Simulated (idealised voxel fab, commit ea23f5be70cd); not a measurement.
voxel local oxidation: a process module
Pictured: cross-section cut, 210 nm wide, on a grid of 5 nm square cells.
If you're reading a cross-section in this doc, picture square cells in a grid; it comes to you as bands, top ones listed first down to the bottom, and a band can be one or more rows of cells. Read a band's entry like this: the first values are the height of its top and the height of its bottom in nm, and what follows is the sequence of materials from left to right, each with its width in nm. Note that "blank" is empty space, and that a single material marked "everywhere" reaches across the band from edge to edge. Basically, 0 is our baseline, since under it the wafer straight out of the box is all one material. The bottom band has no lower end and keeps on going down, so it looks like "0 -> down". Read "30 to 40" as a graded width: first number on top, second number at the bottom, same change between each pair of neighbouring rows. For the purposes of this document, the phrase "no change occurred" attached to a step denotes that no cell within the cross-section was modified by that step. Basically, "Closed void catalog" tells you about the enclosed voids: empty spaces with no open way to the top, 8 cells or bigger, each written width x height at distance, where distance is from the left edge, all in nm. On each step's line, the part that comes after the settings is the simulator's own comment on the step. If you see "overlay nm" on a step's line and that step has a mask, it's telling you how far right of where it was planned the mask ended up; a negative number means it went left instead.
-- Process steps - plan
| 1 | RECEIVE [material Si] |
| 2 | OXIDIZE [depth nm 5] |
| 3 | CONFORMAL_DEP [material SiN] [thk nm 15] |
| 4 | MASKED_ETCH [tone cover] [mask id ACTIVE] [width nm 110] [etch materials SiN] [depth nm 15] [overlay nm 0] |
| 5 | SELECTIVE_ETCH [etch materials SiO2] [depth nm 5] |
| 6 | OXIDIZE [depth nm 15] |
| 7 | STRIP [etch materials SiN] |
-- As-received state of the wafer in cross-section, equivalent to post-step 1
    0 -> down  Si everywhere
    Closed void catalog: none
-- Cross-section: first of two wafers, module finished, run according to plan
    0 -> -5  blank (55), then SiO2 (100), then blank (55)
    -5 -> -20  SiO2 (70), then Si (70), then SiO2 (70)
    -20 -> down  Si everywhere
    Closed void catalog: none
-- Now the second wafer, cross-sectioned at the end of the module. Nothing different at the start, nothing different in the plan compared with the first, just one mistake when it was actually run
    15 -> 0  blank (50), then SiN (110), then blank (50)
    0 -> -5  blank (55), then SiO2 (100), then blank (55)
    -5 -> -20  SiO2 (70), then Si (70), then SiO2 (70)
    -20 -> down  Si everywhere
    Closed void catalog: none
Error vs. plan: step 7 from the plan never happened, it was just skipped
Wrapping up, a cell-based count of both wafers puts the second over or under the first for these materials: 66 more of SiN
